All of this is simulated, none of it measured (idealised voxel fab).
Documented hereafter: the process module known as voxel double patterning.
Square cell edge 5 nm, section width 220 nm, ID cut.
Think of the cross-section as a grid of square cells. We describe it in bands, top to bottom, and each band covers one or more rows of those cells. Top height, bottom height, nm. Materials left to right, width each, nm. Single material + "everywhere" = fills band edge to edge. "blank" = empty. The level at which height equals 0 is the one under which the wafer, as it arrives, is entirely one material. No lower edge exists for the bottom band, which continues downward and is notated as in "z 0 and below". Graded width ("30..40"): value in top row of band = first number; value in bottom row = second number; row-to-row change constant. For the purposes of this document, the phrase "nothing altered" attached to a step denotes that no cell within the cross-section was modified by that step. Look at "Voids, fully enclosed" for the closed voids: empty spaces with no open path to the top, sized 8 cells or up. Each is width x height at distance, distance from the left edge, all nm. Heads up: the bit after the settings on a step's line is the simulator's remark on that step. Regarding "overlay nm": on a step with a mask, it is the distance the mask lay to the right of its planned place; a negative value places it to the left.

This section lists the process steps that were planned:
| 1 | RECEIVE,material Si |
| 2 | CONFORMAL_DEP,material SiO2,thk nm 5 |
| 3 | DIRECTIONAL_DEP,material TiN,thk nm 15 |
| 4 | DIRECTIONAL_DEP,material SiCN,thk nm 10 |
| 5 | PATTERN,tone open,mask id FIRST,material resist,width nm 15,pitch nm 50,thk nm 15,overlay nm 0 |
| 6 | DIRECTIONAL_ETCH,etch materials SiCN,depth nm 10 |
| 7 | STRIP,etch materials resist |
| 8 | DIRECTIONAL_DEP,material aC,thk nm 10 |
| 9 | PATTERN,tone open,mask id SECOND,material resist,width nm 15,thk nm 25,overlay nm 0 |
| 10 | DIRECTIONAL_ETCH,etch materials aC,depth nm 10 |
| 11 | STRIP,etch materials resist |
| 12 | DIRECTIONAL_ETCH,etch materials SiCN,depth nm 10 |
| 13 | STRIP,etch materials aC |
| 14 | DIRECTIONAL_ETCH,etch materials TiN,depth nm 15 |
| 15 | STRIP,etch materials SiCN |

First of two wafers, with the run carried out as planned:

Shown in cross-section is the wafer as received, that is, as it stands after step 1:
	z 0 and below | Si everywhere
	Voids, fully enclosed: none

Upon completion of step 2, the wafer appears in cross-section as shown:
	z 5 to 0 | SiO2 everywhere
	below 0: unchanged

Upon completion of step 3, the wafer appears in cross-section as shown:
	z 20 to 5 | TiN everywhere
	below 5: unchanged

Upon completion of step 4, the wafer appears in cross-section as shown:
	z 30 to 20 | SiCN everywhere
	below 20: unchanged

Upon completion of step 5, the wafer appears in cross-section as shown:
	z 45 to 30 | 75 nm resist; 15 nm blank; 35 nm resist; 15 nm blank; 80 nm resist
	below 30: unchanged

Upon completion of step 6, the wafer appears in cross-section as shown:
	z 45 to 30 | 75 nm resist; 15 nm blank; 35 nm resist; 15 nm blank; 80 nm resist
	z 30 to 20 | 75 nm SiCN; 15 nm blank; 35 nm SiCN; 15 nm blank; 80 nm SiCN
	below 20: unchanged

Upon completion of step 7, the wafer appears in cross-section as shown:
	z 30 to 20 | 75 nm SiCN; 15 nm blank; 35 nm SiCN; 15 nm blank; 80 nm SiCN
	below 20: unchanged

Upon completion of step 8, the wafer appears in cross-section as shown:
	z 40 to 30 | 75 nm aC; 15 nm blank; 35 nm aC; 15 nm blank; 80 nm aC
	z 30 to 20 | 75 nm SiCN; 15 nm aC; 35 nm SiCN; 15 nm aC; 80 nm SiCN
	below 20: unchanged

Upon completion of step 9, the wafer appears in cross-section as shown:
	z 65 to 40 | 100 nm resist; 15 nm blank; 105 nm resist
	z 40 to 30 | 75 nm aC; 15 nm resist; 35 nm aC; 15 nm resist; 80 nm aC
	below 30: unchanged

Upon completion of step 10, the wafer appears in cross-section as shown:
	z 55 to 40 | 100 nm resist; 15 nm blank; 105 nm resist
	z 40 to 30 | 75 nm aC; 15 nm resist; 10 nm aC; 15 nm blank; 10 nm aC; 15 nm resist; 80 nm aC
	below 30: unchanged

Upon completion of step 11, the wafer appears in cross-section as shown:
	z 40 to 30 | 75 nm aC; 15 nm blank; 10 nm aC; 15 nm blank; 10 nm aC; 15 nm blank; 80 nm aC
	below 30: unchanged

Upon completion of step 12, the wafer appears in cross-section as shown:
	z 40 to 30 | 75 nm aC; 15 nm blank; 10 nm aC; 15 nm blank; 10 nm aC; 15 nm blank; 80 nm aC
	z 30 to 20 | 75 nm SiCN; 15 nm aC; 10 nm SiCN; 15 nm blank; 10 nm SiCN; 15 nm aC; 80 nm SiCN
	below 20: unchanged

Upon completion of step 13, the wafer appears in cross-section as shown:
	z 30 to 20 | 75 nm SiCN; 15 nm blank; 10 nm SiCN; 15 nm blank; 10 nm SiCN; 15 nm blank; 80 nm SiCN
	below 20: unchanged

Upon completion of step 14, the wafer appears in cross-section as shown:
	z 30 to 20 | 75 nm SiCN; 15 nm blank; 10 nm SiCN; 15 nm blank; 10 nm SiCN; 15 nm blank; 80 nm SiCN
	z 20 to 5 | 75 nm TiN; 15 nm blank; 10 nm TiN; 15 nm blank; 10 nm TiN; 15 nm blank; 80 nm TiN
	below 5: unchanged

Upon completion of step 15, the wafer appears in cross-section as shown:
	z 20 to 5 | 75 nm TiN; 15 nm blank; 10 nm TiN; 15 nm blank; 10 nm TiN; 15 nm blank; 80 nm TiN
	below 5: unchanged

Companion wafer, the second of two: same beginning, same intended sequence, one mistake in carrying it out; through step 4 inclusive it tracks the first exactly:

When step 5 should have ended:
	z 45 to 30 | 75 nm blank; 15 nm resist; 35 nm blank; 15 nm resist; 80 nm blank
	below 30: unchanged

When step 6 should have ended:
	z 45 to 30 | 75 nm blank; 15 nm resist; 35 nm blank; 15 nm resist; 80 nm blank
	z 30 to 20 | 75 nm blank; 15 nm SiCN; 35 nm blank; 15 nm SiCN; 80 nm blank
	below 20: unchanged

When step 7 should have ended:
	z 30 to 20 | 75 nm blank; 15 nm SiCN; 35 nm blank; 15 nm SiCN; 80 nm blank
	below 20: unchanged

When step 8 should have ended:
	z 40 to 30 | 75 nm blank; 15 nm aC; 35 nm blank; 15 nm aC; 80 nm blank
	z 30 to 20 | 75 nm aC; 15 nm SiCN; 35 nm aC; 15 nm SiCN; 80 nm aC
	below 20: unchanged

When step 9 should have ended:
	z 65 to 40 | 100 nm resist; 15 nm blank; 105 nm resist
	z 40 to 30 | 75 nm resist; 15 nm aC; 10 nm resist; 15 nm blank; 10 nm resist; 15 nm aC; 80 nm resist
	below 30: unchanged

When step 10 should have ended:
	z 55 to 40 | 100 nm resist; 15 nm blank; 105 nm resist
	z 40 to 30 | 75 nm resist; 15 nm aC; 10 nm resist; 15 nm blank; 10 nm resist; 15 nm aC; 80 nm resist
	z 30 to 20 | 75 nm aC; 15 nm SiCN; 10 nm aC; 15 nm blank; 10 nm aC; 15 nm SiCN; 80 nm aC
	below 20: unchanged

When step 11 should have ended:
	z 40 to 30 | 75 nm blank; 15 nm aC; 35 nm blank; 15 nm aC; 80 nm blank
	below 30: unchanged

when step 12 should have ended: nothing altered

When step 13 should have ended:
	z 30 to 20 | 75 nm blank; 15 nm SiCN; 35 nm blank; 15 nm SiCN; 80 nm blank
	below 20: unchanged

When step 14 should have ended:
	z 30 to 20 | 75 nm blank; 15 nm SiCN; 35 nm blank; 15 nm SiCN; 80 nm blank
	z 20 to 5 | 75 nm blank; 15 nm TiN; 35 nm blank; 15 nm TiN; 80 nm blank
	below 5: unchanged

When step 15 should have ended:
	z 20 to 5 | 75 nm blank; 15 nm TiN; 35 nm blank; 15 nm TiN; 80 nm blank
	below 5: unchanged
It is concluded that the wafer was processed incorrectly with respect to the plan, in that rather than as planned, step 5 actually ran as PATTERN,tone cover,mask id FIRST,material resist,width nm 15,pitch nm 50,thk nm 15,overlay nm 0
Wrapping up, a cell-based count of both wafers puts the second over or under the first for these materials: -87 TiN
